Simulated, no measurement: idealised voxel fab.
Process module in this document: voxel self aligned contacts
FYI the section here is cut, 195 nm wide, cells are 5 nm squares.
We lay out every cross-section as a grid of square cells and spell it out in bands from the top down, where one band means one or more rows of cells.
The entry gives the band's vertical extent as a top height and a bottom height in nm, then its horizontal make-up as materials from left to right, each with a width in nm. "air" stands for empty space; a single material marked "everywhere" fills the band edge to edge.
Heights are expressed relative to 0, this being the level below which the as-received wafer comprises one material exclusively. The lowest band is unbounded in the downward direction and is denoted as in "0 down".
The two numbers in a width such as "30 to 40" mark its ends across the band: the first belongs to the top row of cells, the second to the bottom row, and from each row to the next the width moves by the same amount.
Key: "same as before" - step with no changed cell in the cross-section.
Closed-off voids of 8+ cells (no open route to the top) go in "Trapped cavities", written width x height at distance from the left edge, in nm.
What comes after the settings on a step's line is commentary from the simulator itself on that step.
If you see "overlay nm" on a step's line and that step has a mask, it's telling you how far right of where it was planned the mask ended up; a negative number means it went left instead.

THIS SECTION LISTS THE PROCESS STEPS THAT WERE PLANNED
1,RECEIVE, material Si
2,CONFORMAL_DEP, material SiO2, thk nm 5
3,DIRECTIONAL_DEP, material polySi, thk nm 25
4,DIRECTIONAL_DEP, material SiN, thk nm 25
5,DIRECTIONAL_DEP, material aC, thk nm 15
6,PATTERN, tone cover, mask id GATE, material resist, width nm 25, pitch nm 65, thk nm 35, overlay nm 0
7,DIRECTIONAL_ETCH, etch materials aC, depth nm 15
8,STRIP, etch materials resist
9,DIRECTIONAL_ETCH, etch materials SiN, depth nm 25
10,DIRECTIONAL_ETCH, etch materials polySi, depth nm 25
11,STRIP, etch materials aC
12,CONFORMAL_DEP, material SiN, thk nm 10
13,DIRECTIONAL_ETCH, etch materials SiN, depth nm 10
14,FILL_DEP, material SiO2, thk nm 15
15,CMP, height nm 60
16,MASKED_ETCH, tone open, mask id CONTACT, width nm 50, etch materials SiO2, depth nm 60, overlay nm 0
17,CONFORMAL_DEP, material TiN, thk nm 5
18,FILL_DEP, material Ru, thk nm 5
19,CMP, height nm 60
20,CONFORMAL_DEP, material SiN, thk nm 5

THIS IS THE CROSS-SECTION OF THE WAFER AS WE RECEIVED IT, I.E. AFTER STEP 1
0 down: Si everywhere
Trapped cavities: none

CROSS-SECTIONAL RESULT AFTER MODULE COMPLETION. NOTE: STARTING CONDITION AND PLAN ARE UNCHANGED FROM ABOVE; ONE PROCESSING MISTAKE WAS MADE
65 to 60: SiN everywhere
60 to 55: SiO2: 65, TiN: 25, Ru: 10, TiN: 25, SiO2: 70
55 to 30: SiO2: 40, SiN: 45, TiN: 5, Ru: 10, TiN: 5, SiN: 45, SiO2: 45
30 to 5: SiO2: 40, SiN: 10, polySi: 25, SiN: 10, TiN: 5, Ru: 10, TiN: 5, SiN: 10, polySi: 25, SiN: 10, SiO2: 45
5 to 0: SiO2: 85, TiN: 20, SiO2: 90
0 down: Si everywhere
Trapped cavities: none
Nonconformance to the process plan: the process deviated at step 16: the operation and settings actually run there were MASKED_ETCH, tone open, mask id CONTACT, width nm 60, etch materials SiO2, depth nm 60, overlay nm 0
